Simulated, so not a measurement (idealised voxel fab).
Process module, titled voxel self aligned vias
We display cut, a cross-section 275 nm in width whose square cells are each 5 nm.
Cross-section spec: square-cell grid; bands listed top down; each band is one or more rows. Basically the band line says how high the top is and how high the bottom is, in nm, and then what's in it from left to right, every material with its width in nm. Empty space shows up as "empty", and if a single material carries "all across" it runs the full band edge to edge. All heights in this document are referenced to 0, defined as the level beneath which the wafer, as received, consists entirely of one material. The lowest band is not bounded below; it extends indefinitely downward and is written in the form "z 0 and below". With a width like "30->40", each row of cells in the band differs from the next by the same amount, the top row carrying the first number and the bottom row the second. Reading "stayed the same" for a step: not a cell of the cross-section changed in it. So "Sealed void listing" is basically the list of trapped voids: any empty space of 8 cells or more that can't reach the top through an opening. They're written width x height at distance, the distance being from the left edge, and it's all nm. The remark found on a step's line after its settings is issued by the simulator itself and pertains to that step. Among the settings permitted on a step's line is "overlay nm"; applied to a step with a mask, it specifies the extent to which the mask lay to the right of its planned position, whereas a negative figure signifies a position to the left.

# The planned process steps are enumerated hereunder
- 1: op RECEIVE | material Si
- 2: op CONFORMAL_DEP | material SiO2 | thk nm 10
- 3: op CONFORMAL_DEP | material SiCN | thk nm 5
- 4: op DIRECTIONAL_DEP | material SiO2 | thk nm 20
- 5: op MASKED_ETCH | tone open | mask id LINES | width nm 20 | pitch nm 50 | etch materials SiO2 | depth nm 20 | overlay nm 0
- 6: op CONFORMAL_DEP | material TiN | thk nm 5
- 7: op FILL_DEP | material W | thk nm 10
- 8: op CMP | height nm 35
- 9: op SELECTIVE_ETCH | etch materials W Ru TiN | depth nm 10
- 10: op FILL_DEP | material SiN | thk nm 10
- 11: op CMP | height nm 35
- 12: op DIRECTIONAL_DEP | material SiO2 | thk nm 15
- 13: op PATTERN | tone open | mask id VIAS | material resist | width nm 30 | thk nm 15 | overlay nm 0
- 14: op DIRECTIONAL_ETCH | etch materials SiO2 | depth nm 15
- 15: op DIRECTIONAL_ETCH | etch materials SiN | depth nm 10
- 16: op STRIP | etch materials resist
- 17: op CONFORMAL_DEP | material TiN | thk nm 5
- 18: op FILL_DEP | material Ru | thk nm 5
- 19: op CMP | height nm 50
- 20: op CONFORMAL_DEP | material SiN | thk nm 5

# first wafer, as planned

# as received, after step 1
- z 0 and below  Si all across
- Sealed void listing: none

# Cross-section of the wafer after step 2
- z 10 to 0  SiO2 all across
- Heights below 0 show no change.

# Cross-section of the wafer after step 3
- z 15 to 10  SiCN all across
- Heights below 10 show no change.

# Cross-section of the wafer after step 4
- z 35 to 15  SiO2 all across
- Heights below 15 show no change.

# Cross-section of the wafer after step 5
- z 35 to 15  100 of SiO2; 20 of empty; 30 of SiO2; 20 of empty; 105 of SiO2
- Heights below 15 show no change.

# Cross-section of the wafer after step 6
- z 40 to 35  105 of TiN; 10 of empty; 40 of TiN; 10 of empty; 110 of TiN
- z 35 to 20  100 of SiO2; 5 of TiN; 10 of empty; 5 of TiN; 30 of SiO2; 5 of TiN; 10 of empty; 5 of TiN; 105 of SiO2
- z 20 to 15  100 of SiO2; 20 of TiN; 30 of SiO2; 20 of TiN; 105 of SiO2
- Heights below 15 show no change.

# Cross-section of the wafer after step 7
- z 50 to 40  W all across
- z 40 to 35  105 of TiN; 10 of W; 40 of TiN; 10 of W; 110 of TiN
- z 35 to 20  100 of SiO2; 5 of TiN; 10 of W; 5 of TiN; 30 of SiO2; 5 of TiN; 10 of W; 5 of TiN; 105 of SiO2
- Heights below 20 show no change.

# Cross-section of the wafer after step 8
- z 35 to 20  100 of SiO2; 5 of TiN; 10 of W; 5 of TiN; 30 of SiO2; 5 of TiN; 10 of W; 5 of TiN; 105 of SiO2
- Heights below 20 show no change.

# Cross-section of the wafer after step 9
- z 35 to 25  100 of SiO2; 20 of empty; 30 of SiO2; 20 of empty; 105 of SiO2
- Heights below 25 show no change.

# Cross-section of the wafer after step 10
- z 45 to 35  SiN all across
- z 35 to 25  100 of SiO2; 20 of SiN; 30 of SiO2; 20 of SiN; 105 of SiO2
- Heights below 25 show no change.

# Cross-section of the wafer after step 11
- z 35 to 25  100 of SiO2; 20 of SiN; 30 of SiO2; 20 of SiN; 105 of SiO2
- Heights below 25 show no change.

# Cross-section of the wafer after step 12
- z 50 to 35  SiO2 all across
- Heights below 35 show no change.

# Cross-section of the wafer after step 13
- z 65 to 50  95 of resist; 30 of empty; 150 of resist
- Heights below 50 show no change.

# Cross-section of the wafer after step 14
- z 65 to 50  95 of resist; 30 of empty; 150 of resist
- z 50 to 35  95 of SiO2; 30 of empty; 150 of SiO2
- Heights below 35 show no change.

# Cross-section of the wafer after step 15
- z 65 to 50  95 of resist; 30 of empty; 150 of resist
- z 50 to 35  95 of SiO2; 30 of empty; 150 of SiO2
- z 35 to 25  100 of SiO2; 20 of empty; 30 of SiO2; 20 of SiN; 105 of SiO2
- Heights below 25 show no change.

# Cross-section of the wafer after step 16
- z 50 to 35  95 of SiO2; 30 of empty; 150 of SiO2
- Heights below 35 show no change.

# Cross-section of the wafer after step 17
- z 55 to 50  100 of TiN; 20 of empty; 155 of TiN
- z 50 to 40  95 of SiO2; 5 of TiN; 20 of empty; 5 of TiN; 150 of SiO2
- z 40 to 35  95 of SiO2; 10 of TiN; 10 of empty; 10 of TiN; 150 of SiO2
- z 35 to 30  100 of SiO2; 5 of TiN; 10 of empty; 5 of TiN; 30 of SiO2; 20 of SiN; 105 of SiO2
- z 30 to 25  100 of SiO2; 20 of TiN; 30 of SiO2; 20 of SiN; 105 of SiO2
- Heights below 25 show no change.

# Cross-section of the wafer after step 18
- z 60 to 55  Ru all across
- z 55 to 50  100 of TiN; 20 of Ru; 155 of TiN
- z 50 to 40  95 of SiO2; 5 of TiN; 20 of Ru; 5 of TiN; 150 of SiO2
- z 40 to 35  95 of SiO2; 10 of TiN; 10 of Ru; 10 of TiN; 150 of SiO2
- z 35 to 30  100 of SiO2; 5 of TiN; 10 of Ru; 5 of TiN; 30 of SiO2; 20 of SiN; 105 of SiO2
- Heights below 30 show no change.

# Cross-section of the wafer after step 19
- z 50 to 40  95 of SiO2; 5 of TiN; 20 of Ru; 5 of TiN; 150 of SiO2
- Heights below 40 show no change.

# Cross-section of the wafer after step 20
- z 55 to 50  SiN all across
- Heights below 50 show no change.

# Wafer two of the pair: same origin, same plan, one error during the run; identical to wafer one up to and including step 12

# Second wafer cross-section, taken as of the time the plan sets for step 13 to be done
- z 65 to 50  85 of resist; 30 of empty; 160 of resist
- Heights below 50 show no change.

# Second wafer cross-section, taken as of the time the plan sets for step 14 to be done
- z 65 to 50  85 of resist; 30 of empty; 160 of resist
- z 50 to 35  85 of SiO2; 30 of empty; 160 of SiO2
- Heights below 35 show no change.

# Second wafer cross-section, taken as of the time the plan sets for step 15 to be done
- z 65 to 50  85 of resist; 30 of empty; 160 of resist
- z 50 to 35  85 of SiO2; 30 of empty; 160 of SiO2
- z 35 to 25  100 of SiO2; 15 of empty; 5 of SiN; 30 of SiO2; 20 of SiN; 105 of SiO2
- Heights below 25 show no change.

# Second wafer cross-section, taken as of the time the plan sets for step 16 to be done
- z 50 to 35  85 of SiO2; 30 of empty; 160 of SiO2
- Heights below 35 show no change.

# Second wafer cross-section, taken as of the time the plan sets for step 17 to be done
- z 55 to 50  90 of TiN; 20 of empty; 165 of TiN
- z 50 to 40  85 of SiO2; 5 of TiN; 20 of empty; 5 of TiN; 160 of SiO2
- z 40 to 35  85 of SiO2; 20 of TiN; 5 of empty; 5 of TiN; 160 of SiO2
- z 35 to 30  100 of SiO2; 5 of TiN; 5 of empty; 5 of TiN; 5 of SiN; 30 of SiO2; 20 of SiN; 105 of SiO2
- z 30 to 25  100 of SiO2; 15 of TiN; 5 of SiN; 30 of SiO2; 20 of SiN; 105 of SiO2
- Heights below 25 show no change.

# Second wafer cross-section, taken as of the time the plan sets for step 18 to be done
- z 60 to 55  Ru all across
- z 55 to 50  90 of TiN; 20 of Ru; 165 of TiN
- z 50 to 40  85 of SiO2; 5 of TiN; 20 of Ru; 5 of TiN; 160 of SiO2
- z 40 to 35  85 of SiO2; 20 of TiN; 5 of Ru; 5 of TiN; 160 of SiO2
- z 35 to 30  100 of SiO2; 5 of TiN; 5 of Ru; 5 of TiN; 5 of SiN; 30 of SiO2; 20 of SiN; 105 of SiO2
- Heights below 30 show no change.

# Second wafer cross-section, taken as of the time the plan sets for step 19 to be done
- z 50 to 40  85 of SiO2; 5 of TiN; 20 of Ru; 5 of TiN; 160 of SiO2
- Heights below 40 show no change.

# Second wafer cross-section, taken as of the time the plan sets for step 20 to be done
- z 55 to 50  SiN all across
- Heights below 50 show no change.
Error vs. plan: step 13: run off-plan, actual operation and settings op PATTERN | tone open | mask id VIAS | material resist | width nm 30 | thk nm 15 | overlay nm -10
FYI, end of process, the second wafer has more or fewer cells of some materials than the first: -2 Ru, +2 SiN
